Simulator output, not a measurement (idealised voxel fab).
Documented hereafter: the process module known as voxel transistor to metal.
The cross-section shown here is cut; it is 215 nm wide and divided into square cells measuring 5 nm on a side.
The cross-sections in this document take the form of a grid made of square cells. They are written out as bands, in order from top to bottom. Each band consists of one or more rows of cells. Top, bottom (nm), then materials left to right with widths (nm); lone material tagged "edge to edge" fills the whole band edge to edge; "blank" = empty space. Heads up on the height convention: 0 is the point under which the incoming wafer is all one material, and the lowest band has no bottom, it just keeps going down, like "0 nm and below". Width: "30->40" (first number = top row, second number = bottom row, same change from row to row of cells). For the purposes of this document, the phrase "no modification" attached to a step denotes that no cell within the cross-section was modified by that step. The entry "Closed void entries" lists the empty spaces that cover at least 8 cells and have no open path to the top. Each is written as width x height at distance, where the distance is measured from the left edge and all three values are in nm. Step line, after settings: the simulator's comment on this step. A step line may carry the setting "overlay nm", which, for steps involving a mask, states the distance by which the mask lay to the right of its intended position; negative values denote displacement to the left.
## Process steps - plan
1: RECEIVE | material Si
2: OXIDIZE | depth nm 5
3: CONFORMAL_DEP | material SiN | thk nm 15
4: PATTERN | tone cover | mask id ACTIVE | material resist | width nm 100 | thk nm 20 | overlay nm 0
5: DIRECTIONAL_ETCH | etch materials SiN | depth nm 15
6: DIRECTIONAL_ETCH | etch materials SiO2 | depth nm 5
7: DIRECTIONAL_ETCH | etch materials Si | depth nm 20
8: STRIP | etch materials resist
9: FILL_DEP | material SiO2 | thk nm 15
10: CMP | height nm 15
11: SELECTIVE_ETCH | etch materials SiO2 | depth nm 10
12: STRIP | etch materials SiN
13: SELECTIVE_ETCH | etch materials SiO2 | depth nm 5
14: OXIDIZE | depth nm 5
15: DIRECTIONAL_DEP | material polySi | thk nm 20
16: DIRECTIONAL_DEP | material SiCN | thk nm 10
17: PATTERN | tone cover | mask id GATE | material resist | width nm 20 | thk nm 15 | overlay nm 0
18: DIRECTIONAL_ETCH | etch materials SiCN | depth nm 20
19: DIRECTIONAL_ETCH | etch materials polySi | depth nm 30
20: STRIP | etch materials resist
21: CONFORMAL_DEP | material SiN | thk nm 5
22: DIRECTIONAL_ETCH | etch materials SiN | depth nm 5
23: DIRECTIONAL_ETCH | etch materials SiO2 | depth nm 5
24: DIRECTIONAL_ETCH | etch materials Si | depth nm 5
25: EPI | material SiGe | thk nm 5
26: FILL_DEP | material SiO2 | thk nm 10
27: CMP | height nm 25
28: DIRECTIONAL_DEP | material SiO2 | thk nm 15
29: PATTERN | tone open | mask id CONTACT | material resist | width nm 30 | pitch nm 60 | thk nm 20 | overlay nm 0
30: DIRECTIONAL_ETCH | etch materials SiO2 | depth nm 50
31: STRIP | etch materials resist
32: CONFORMAL_DEP | material TiN | thk nm 5
33: FILL_DEP | material W | thk nm 5
34: CMP | height nm 40
35: DIRECTIONAL_DEP | material TiN | thk nm 5
36: DIRECTIONAL_DEP | material Ru | thk nm 20
37: PATTERN | tone cover | mask id METAL_1 | material resist | width nm 15 | pitch nm 75 | thk nm 15 | overlay nm 0
38: DIRECTIONAL_ETCH | etch materials Ru | depth nm 20
39: DIRECTIONAL_ETCH | etch materials TiN | depth nm 5
40: STRIP | etch materials resist
41: FILL_DEP | material lowk | thk nm 10
42: CMP | height nm 65
43: CONFORMAL_DEP | material SiN | thk nm 5
## Cross-section: wafer on arrival = after step 1
    0 nm and below  Si edge to edge
    Closed void entries: none
## Cross-sectional result after module completion. Note: starting condition and plan are unchanged from above; one processing mistake was made
    70 nm to 65 nm  SiN edge to edge
    65 nm to 45 nm  lowk (60)  Ru (15)  lowk (60)  Ru (15)  lowk (65)
    45 nm to 40 nm  lowk (60)  TiN (15)  lowk (60)  TiN (15)  lowk (65)
    40 nm to 25 nm  SiO2 (60)  TiN (5)  W (20)  TiN (5)  SiO2 (30)  TiN (5)  W (20)  TiN (5)  SiO2 (65)
    25 nm to 15 nm  SiO2 (60)  TiN (5)  W (20)  TiN (5)  SiN (5)  SiCN (20)  SiN (5)  TiN (5)  W (20)  TiN (5)  SiO2 (65)
    15 nm to 0 nm  SiO2 (60)  TiN (5)  W (20)  TiN (5)  SiN (5)  polySi (20)  SiN (5)  TiN (5)  W (20)  TiN (5)  SiO2 (65)
    0 nm to -5 nm  SiO2 (40)  SiN (5)  SiO2 (15)  TiN (5)  W (15)  TiN (10)  SiN (5)  polySi (20)  SiN (5)  TiN (10)  W (15)  TiN (5)  SiO2 (15)  SiN (5)  SiO2 (45)
    -5 nm to -10 nm  SiO2 (40)  SiN (5)  SiO2 (5)  SiN (5)  SiO2 (5)  TiN (25)  SiGe (5)  SiO2 (30)  SiGe (5)  TiN (25)  SiO2 (5)  SiN (5)  SiO2 (5)  SiN (5)  SiO2 (45)
    -10 nm to -15 nm  SiO2 (40)  SiN (5)  SiO2 (5)  SiN (5)  SiO2 (5)  SiGe (30)  Si (30)  SiGe (30)  SiO2 (5)  SiN (5)  SiO2 (5)  SiN (5)  SiO2 (45)
    -15 nm to -25 nm  SiO2 (60->55)  Si (90->100)  SiO2 (65->60)
    -25 nm and below  Si edge to edge
    Closed void entries: none
What broke from the plan during processing? it was found that steps 11 and 12 of the process plan had been performed in exchanged positions
